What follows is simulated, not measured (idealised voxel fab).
Proc. module: voxel transistor to metal
Square cell edge 5 nm, section width 170 nm, ID cut.
For the purposes of this document, a cross-section shall be understood as a grid of square cells, specified as bands listed in top-to-bottom order, each band consisting of one or more rows of cells. Top, bottom (nm), then materials left to right with widths (nm); lone material tagged "full width" fills the whole band edge to edge; "blank" = empty space. Heads up on the height convention: 0 is the point under which the incoming wafer is all one material, and the lowest band has no bottom, it just keeps going down, like "0..down". Top row gets the first number, bottom row gets the second, and each row in between changes by the same step: that is how a band width like "30 to 40" works. Given "no alteration" for a step, no cell of the cross-section differs between before and after that step. The entry "Enclosed internal cavities" lists the empty spaces that cover at least 8 cells and have no open path to the top. Each is written as width x height at distance, where the distance is measured from the left edge and all three values are in nm. Whatever follows a step's settings on its line is a remark the simulator itself makes about that step. For masked steps, "overlay nm" on the step line gives how far right of plan the mask actually lay; a minus sign means it lay to the left.

Intended process steps:
1: RECEIVE (material Si)
2: CONFORMAL_DEP (material SiO2; thk nm 5)
3: CONFORMAL_DEP (material SiN; thk nm 10)
4: DIRECTIONAL_DEP (material aC; thk nm 10)
5: PATTERN (tone cover; mask id ACTIVE; material resist; width nm 110; thk nm 25; overlay nm 0)
6: DIRECTIONAL_ETCH (etch materials aC; depth nm 10)
7: STRIP (etch materials resist)
8: DIRECTIONAL_ETCH (etch materials SiN; depth nm 10)
9: DIRECTIONAL_ETCH (etch materials SiO2; depth nm 5)
10: DIRECTIONAL_ETCH (etch materials Si; depth nm 20)
11: STRIP (etch materials aC)
12: FILL_DEP (material SiO2; thk nm 15)
13: CMP (height nm 15)
14: SELECTIVE_ETCH (etch materials SiO2; depth nm 5)
15: STRIP (etch materials SiN)
16: SELECTIVE_ETCH (etch materials SiO2; depth nm 5)
17: OXIDIZE (depth nm 5)
18: DIRECTIONAL_DEP (material polySi; thk nm 30)
19: DIRECTIONAL_DEP (material SiCN; thk nm 15)
20: MASKED_ETCH (tone cover; mask id GATE; width nm 30; etch materials SiCN; depth nm 25; overlay nm 0)
21: MASKED_ETCH (tone cover; mask id GATE; width nm 30; etch materials polySi; depth nm 40; overlay nm 0)
22: CONFORMAL_DEP (material SiN; thk nm 5)
23: DIRECTIONAL_ETCH (etch materials SiN; depth nm 5)
24: DIRECTIONAL_ETCH (etch materials SiO2; depth nm 5)
25: DIRECTIONAL_ETCH (etch materials Si; depth nm 15)
26: EPI (material pSi; thk nm 15)
27: FILL_DEP (material SiO2; thk nm 10)
28: CMP (height nm 30)
29: STRIP (etch materials polySi)
30: SELECTIVE_ETCH (etch materials SiO2; depth nm 5)
31: CONFORMAL_DEP (material HfO2; thk nm 5)
32: CONFORMAL_DEP (material TiN; thk nm 5)
33: FILL_DEP (material W; thk nm 5)
34: CMP (height nm 25)
35: DIRECTIONAL_DEP (material SiO2; thk nm 10)
36: PATTERN (tone open; mask id CONTACT; material resist; width nm 15; pitch nm 75; thk nm 20; overlay nm 0)
37: DIRECTIONAL_ETCH (etch materials SiO2; depth nm 40)
38: STRIP (etch materials resist)
39: CONFORMAL_DEP (material TiN; thk nm 5)
40: FILL_DEP (material Ru; thk nm 10)
41: CMP (height nm 35)
42: DIRECTIONAL_DEP (material TiN; thk nm 5)
43: DIRECTIONAL_DEP (material W; thk nm 25)
44: DIRECTIONAL_DEP (material aC; thk nm 15)
45: PATTERN (tone cover; mask id METAL_1; material resist; width nm 15; pitch nm 75; thk nm 30; overlay nm 0)
46: DIRECTIONAL_ETCH (etch materials aC; depth nm 15)
47: STRIP (etch materials resist)
48: DIRECTIONAL_ETCH (etch materials W; depth nm 25)
49: DIRECTIONAL_ETCH (etch materials TiN; depth nm 5)
50: STRIP (etch materials aC)
51: CONFORMAL_DEP (material SiCN; thk nm 5)
52: FILL_DEP (material lowk; thk nm 10)
53: CMP (height nm 65)
54: CONFORMAL_DEP (material SiCN; thk nm 5)

Received-state cross-section, reflecting completion of step 1:
0..down | Si full width
Enclosed internal cavities: none

The following cross-section depicts the wafer upon conclusion of the module. Processing commenced from the starting condition illustrated above and adhered to the plan illustrated above, save for one mistake in execution:
70..65 | SiCN full width
65..40 | 35 lowk; 5 SiCN; 15 W; 5 SiCN; 50 lowk; 5 SiCN; 15 W; 5 SiCN; 35 lowk
40..35 | 40 SiCN; 15 TiN; 60 SiCN; 15 TiN; 40 SiCN
35..25 | 40 SiO2; 5 TiN; 5 Ru; 5 TiN; 60 SiO2; 5 TiN; 5 Ru; 5 TiN; 40 SiO2
25..20 | 40 SiO2; 5 TiN; 5 Ru; 5 TiN; 10 SiO2; 5 SiN; 5 HfO2; 20 TiN; 5 HfO2; 5 SiN; 10 SiO2; 5 TiN; 5 Ru; 5 TiN; 40 SiO2
20..15 | 40 SiO2; 15 TiN; 10 SiO2; 5 SiN; 30 HfO2; 5 SiN; 10 SiO2; 15 TiN; 40 SiO2
15..5 | 30 SiO2; 110 SiN; 30 SiO2
5..0 | SiO2 full width
0..-20 | 30 SiO2; 110 Si; 30 SiO2
-20..down | Si full width
Enclosed internal cavities: none
Nonconformance to the process plan: for step 13, the planned setting was not used; the step was instead run as CMP (height nm 25)
